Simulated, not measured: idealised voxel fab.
Process module in this document: voxel capacitor over wiring
The width of the displayed cross-section, cut, is 270 nm; its cells are square, with a size of 5 nm.
Heads up, the way a cross-section reads in here is a grid of square cells, handed over as bands from the top down, with every band being one or more rows of cells. Read a band's entry like this: the first values are the height of its top and the height of its bottom in nm, and what follows is the sequence of materials from left to right, each with its width in nm. Note that "air" is empty space, and that a single material marked "everywhere" reaches across the band from edge to edge. Note: height 0 marks the level under which the wafer is uniformly one material as received. Lowest band unbounded below, written "0 down". A two-number width, for instance "30 to 40", indicates that the width is equal to the first number in the top row of the band and to the second number in the bottom row, and that it changes by a constant amount per row of cells. Given "nothing different" for a step, no cell of the cross-section differs between before and after that step. Look at "Enclosed cavity list" for the closed voids: empty spaces with no open path to the top, sized 8 cells or up. Each is width x height at distance, distance from the left edge, all nm. Read whatever lies past the settings on a step's line as the simulator's own remark about the step. What "overlay nm" on a step's line means: if the step has a mask, that mask lay this far to the right of its planned place, or, when the value is negative, to the left.
Here's what the planned process steps look like
1) RECEIVE | material Si
2) CONFORMAL_DEP | material SiO2 | thk nm 15
3) CONFORMAL_DEP | material SiN | thk nm 5
4) DIRECTIONAL_DEP | material lowk | thk nm 15
5) PATTERN | tone open | mask id METAL_1 | material resist | width nm 25 | pitch nm 85 | thk nm 15 | overlay nm 0
6) DIRECTIONAL_ETCH | etch materials lowk | depth nm 15
7) DIRECTIONAL_ETCH | etch materials SiN | depth nm 5
8) STRIP | etch materials resist
9) CONFORMAL_DEP | material TiN | thk nm 5
10) FILL_DEP | material Cu | thk nm 10
11) CMP | height nm 35
12) CONFORMAL_DEP | material SiCN | thk nm 5
13) DIRECTIONAL_DEP | material lowk | thk nm 20
14) PATTERN | tone open | mask id PLUG_1 | material resist | width nm 15 | thk nm 15 | overlay nm 0
15) DIRECTIONAL_ETCH | etch materials lowk | depth nm 20
16) DIRECTIONAL_ETCH | etch materials SiCN | depth nm 5
17) STRIP | etch materials resist
18) EPI | material Ru | thk nm 10
19) EPI | material Ru | thk nm 10
20) EPI | material Ru | thk nm 5
21) DIRECTIONAL_DEP | material TiN | thk nm 5
22) DIRECTIONAL_DEP | material HfO2 | thk nm 5
23) DIRECTIONAL_DEP | material TiN | thk nm 10
24) DIRECTIONAL_DEP | material aC | thk nm 10
25) PATTERN | tone cover | mask id UPPER_PLATE | material resist | width nm 65 | thk nm 30 | overlay nm 0
26) DIRECTIONAL_ETCH | etch materials aC | depth nm 10
27) STRIP | etch materials resist
28) DIRECTIONAL_ETCH | etch materials TiN | depth nm 10
29) DIRECTIONAL_ETCH | etch materials HfO2 | depth nm 5
30) STRIP | etch materials aC
31) DIRECTIONAL_DEP | material aC | thk nm 15
32) PATTERN | tone cover | mask id LOWER_PLATE | material resist | width nm 75 | thk nm 35 | overlay nm 0
33) DIRECTIONAL_ETCH | etch materials aC | depth nm 15
34) STRIP | etch materials resist
35) DIRECTIONAL_ETCH | etch materials TiN | depth nm 5
36) STRIP | etch materials aC
37) FILL_DEP | material SiO2 | thk nm 20
38) CMP | height nm 95
39) DIRECTIONAL_DEP | material aC | thk nm 10
40) PATTERN | tone open | mask id PLUG_2 | material resist | width nm 15 | thk nm 25 | overlay nm 0
41) DIRECTIONAL_ETCH | etch materials aC | depth nm 10
42) STRIP | etch materials resist
43) DIRECTIONAL_ETCH | etch materials SiO2 | depth nm 15
44) STRIP | etch materials aC
45) CONFORMAL_DEP | material TiN | thk nm 5
46) FILL_DEP | material Cu | thk nm 5
47) CMP | height nm 95
48) CONFORMAL_DEP | material SiCN | thk nm 5
Here's what the wafer looked like in cross-section when it arrived - that's after step 1
- 0 down | Si everywhere
- Enclosed cavity list: none
Looking at the first of two wafers in cross-section at end of module - ran to plan
- 100 to 95 | SiCN everywhere
- 95 to 85 | SiO2 (100); TiN (5); Cu (5); TiN (5); SiO2 (155)
- 85 to 80 | SiO2 (100); TiN (15); SiO2 (155)
- 80 to 70 | SiO2 (90); TiN (65); SiO2 (115)
- 70 to 65 | SiO2 (90); HfO2 (65); SiO2 (115)
- 65 to 60 | SiO2 (85); TiN (75); SiO2 (110)
- 60 to 40 | lowk (90); Ru (15); lowk (165)
- 40 to 35 | SiCN (90); Ru (15); SiCN (165)
- 35 to 20 | lowk (80); TiN (5); Cu (15); TiN (5); lowk (60); TiN (5); Cu (15); TiN (5); lowk (80)
- 20 to 15 | SiN (80); TiN (25); SiN (60); TiN (25); SiN (80)
- 15 to 0 | SiO2 everywhere
- 0 down | Si everywhere
- Enclosed cavity list: none
The second wafer, shown in cross-section after the module: started the same way as the first and given the same plan, yet one mistake crept into how it was run
- 100 to 95 | SiCN everywhere
- 95 to 85 | SiO2 (100); TiN (5); Cu (5); TiN (5); SiO2 (155)
- 85 to 80 | SiO2 (100); TiN (15); SiO2 (155)
- 80 to 70 | SiO2 (95); TiN (60); SiO2 (115)
- 70 to 65 | SiO2 (95); HfO2 (60); SiO2 (115)
- 65 to 60 | SiO2 (85); TiN (75); SiO2 (110)
- 60 to 40 | lowk (90); Ru (15); lowk (165)
- 40 to 35 | SiCN (90); Ru (15); SiCN (165)
- 35 to 20 | lowk (80); TiN (5); Cu (15); TiN (5); lowk (60); TiN (5); Cu (15); TiN (5); lowk (80)
- 20 to 15 | SiN (80); TiN (25); SiN (60); TiN (25); SiN (80)
- 15 to 0 | SiO2 everywhere
- 0 down | Si everywhere
- Enclosed cavity list: none
What was the processing mistake? for step 25, the planned setting was not used; the step was instead run as PATTERN | tone cover | mask id UPPER_PLATE | material resist | width nm 60 | thk nm 30 | overlay nm 0
Final tally in cells, some materials are higher or lower on the second wafer than on the first: HfO2: 1 fewer, SiO2: 3 more, TiN: 2 fewer
